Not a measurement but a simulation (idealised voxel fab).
process module | voxel transistor to metal
cross-section cut | 180 nm wide | cells 5 nm
A cross-section is a grid of square cells, given in bands from the top down. A band is one or more rows of cells.
Each band's line starts with the height of the band's top and of its bottom, in nm. Then come its materials from left to right, each with its width in nm. One material with "throughout" fills the band from edge to edge. "air" is empty space.
Height 0 is the level under which the wafer as received is all one material. The lowest band goes on downwards, as in "0 down".
A width such as "30 to 40" changes by the same amount from each row of cells to the next, from the band's top row to its bottom row.
"no change" after a step means that no cell of the cross-section changed.
closed voids: empty space of 8 cells or more with no open way to the top, each as width x height at its distance from the left edge, in nm
after a step's settings: what the simulator itself notes on the step
overlay nm, on a step with a mask: how far to the right of its planned place the mask lay; to the left if negative
plan
1 op RECEIVE | material Si
2 op CONFORMAL_DEP | material SiO2 | thk nm 5
3 op CONFORMAL_DEP | material SiN | thk nm 10
4 op PATTERN | tone cover | mask id ACTIVE | material resist | width nm 105 | thk nm 20 | overlay nm 0
5 op DIRECTIONAL_ETCH | etch materials SiN | depth nm 10
6 op DIRECTIONAL_ETCH | etch materials SiO2 | depth nm 5
7 op DIRECTIONAL_ETCH | etch materials Si | depth nm 35
8 op STRIP | etch materials resist
9 op OXIDIZE | depth nm 5
10 op FILL_DEP | material SiO2 | thk nm 5
11 op CMP | height nm 15
12 op SELECTIVE_ETCH | etch materials SiO2 | depth nm 10
13 op STRIP | etch materials SiN
14 op SELECTIVE_ETCH | etch materials SiO2 | depth nm 5
15 op OXIDIZE | depth nm 5
16 op DIRECTIONAL_DEP | material polySi | thk nm 20
17 op DIRECTIONAL_DEP | material SiCN | thk nm 10
18 op PATTERN | tone cover | mask id GATE | material resist | width nm 25 | thk nm 20 | overlay nm 0
19 op DIRECTIONAL_ETCH | etch materials SiCN | depth nm 20
20 op DIRECTIONAL_ETCH | etch materials polySi | depth nm 30
21 op STRIP | etch materials resist
22 op CONFORMAL_DEP | material SiN | thk nm 10
23 op DIRECTIONAL_ETCH | etch materials SiN | depth nm 10
24 op DIRECTIONAL_ETCH | etch materials SiO2 | depth nm 5
25 op DIRECTIONAL_ETCH | etch materials Si | depth nm 15
26 op EPI | material pSi | thk nm 15
27 op FILL_DEP | material SiO2 | thk nm 5
28 op CMP | height nm 20
29 op STRIP | etch materials polySi
30 op SELECTIVE_ETCH | etch materials SiO2 | depth nm 5
31 op CONFORMAL_DEP | material HfO2 | thk nm 5
32 op CONFORMAL_DEP | material TiN | thk nm 5
33 op FILL_DEP | material W | thk nm 5
34 op CMP | height nm 15
35 op DIRECTIONAL_DEP | material SiO2 | thk nm 15
36 op DIRECTIONAL_DEP | material aC | thk nm 10
37 op PATTERN | tone open | mask id CONTACT | material resist | width nm 15 | pitch nm 70 | thk nm 30 | overlay nm 0
38 op DIRECTIONAL_ETCH | etch materials aC | depth nm 10
39 op STRIP | etch materials resist
40 op DIRECTIONAL_ETCH | etch materials SiO2 | depth nm 35
41 op STRIP | etch materials aC
42 op CONFORMAL_DEP | material TiN | thk nm 5
43 op FILL_DEP | material W | thk nm 10
44 op CMP | height nm 30
45 op CONFORMAL_DEP | material SiCN | thk nm 5
46 op DIRECTIONAL_DEP | material SiO2 | thk nm 15
47 op DIRECTIONAL_DEP | material aC | thk nm 15
48 op PATTERN | tone open | mask id METAL_1 | material resist | width nm 15 | pitch nm 70 | thk nm 30 | overlay nm 0
49 op DIRECTIONAL_ETCH | etch materials aC | depth nm 15
50 op STRIP | etch materials resist
51 op DIRECTIONAL_ETCH | etch materials SiO2 | depth nm 15
52 op DIRECTIONAL_ETCH | etch materials SiCN | depth nm 5
53 op STRIP | etch materials aC
54 op CONFORMAL_DEP | material TiN | thk nm 5
55 op FILL_DEP | material Cu | thk nm 10
56 op CMP | height nm 50
57 op CONFORMAL_DEP | material SiCN | thk nm 5
58 op DIRECTIONAL_DEP | material SiO2 | thk nm 30
59 op DIRECTIONAL_DEP | material aC | thk nm 15
60 op PATTERN | tone open | mask id METAL_2 | material resist | width nm 15 | pitch nm 70 | thk nm 35 | overlay nm 0
61 op DIRECTIONAL_ETCH | etch materials aC | depth nm 15
62 op STRIP | etch materials resist
63 op DIRECTIONAL_ETCH | etch materials SiO2 | depth nm 20
64 op STRIP | etch materials aC
65 op DIRECTIONAL_DEP | material aC | thk nm 15
66 op PATTERN | tone open | mask id METAL_2_HOLES | material resist | width nm 15 | pitch nm 70 | thk nm 35 | overlay nm 0
67 op DIRECTIONAL_ETCH | etch materials aC | depth nm 15
68 op STRIP | etch materials resist
69 op DIRECTIONAL_ETCH | etch materials SiO2 | depth nm 10
70 op DIRECTIONAL_ETCH | etch materials SiCN | depth nm 5
71 op STRIP | etch materials aC
72 op CONFORMAL_DEP | material TiN | thk nm 5
73 op FILL_DEP | material Cu | thk nm 10
74 op CMP | height nm 85
75 op CONFORMAL_DEP | material SiN | thk nm 5
as received, after step 1
  0 down: Si throughout
  closed voids: none
a wafer at the end: this start, this plan, one mistake
  90 to 85: SiN throughout
  85 to 55: SiO2 45 | W 5 | Cu 5 | W 5 | SiO2 55 | W 5 | Cu 5 | W 5 | SiO2 50
  55 to 50: SiCN 45 | W 15 | SiCN 55 | W 15 | SiCN 50
  50 to 35: SiO2 45 | TiN 5 | Cu 5 | TiN 5 | SiO2 55 | TiN 5 | Cu 5 | TiN 5 | SiO2 50
  35 to 30: SiCN 45 | TiN 15 | SiCN 55 | TiN 15 | SiCN 50
  30 to 15: SiO2 45 | TiN 5 | W 5 | TiN 5 | SiO2 55 | TiN 5 | W 5 | TiN 5 | SiO2 50
  15 to 10: SiO2 45 | TiN 15 | SiO2 5 | SiN 10 | HfO2 5 | TiN 5 | W 5 | TiN 5 | HfO2 5 | SiN 10 | SiO2 5 | TiN 15 | SiO2 50
  10 to 5: SiO2 45 | TiN 5 | pSi 15 | SiN 10 | HfO2 5 | TiN 5 | W 5 | TiN 5 | HfO2 5 | SiN 10 | pSi 15 | TiN 5 | SiO2 50
  5 to 0: SiO2 45 | TiN 5 | pSi 15 | SiN 10 | HfO2 5 | TiN 15 | HfO2 5 | SiN 10 | pSi 15 | TiN 5 | SiO2 50
  0 to -5: SiO2 45 | TiN 5 | pSi 15 | SiO2 5 | HfO2 35 | SiO2 5 | pSi 15 | TiN 5 | SiO2 50
  -5 to -20: SiO2 40 | pSi 25 | Si 45 | pSi 25 | SiO2 45
  -20 to -40: SiO2 40 | Si 95 | SiO2 45
  -40 down: Si throughout
  closed voids: none
what went wrong: step 72 ran as: op CONFORMAL_DEP | material W | thk nm 5
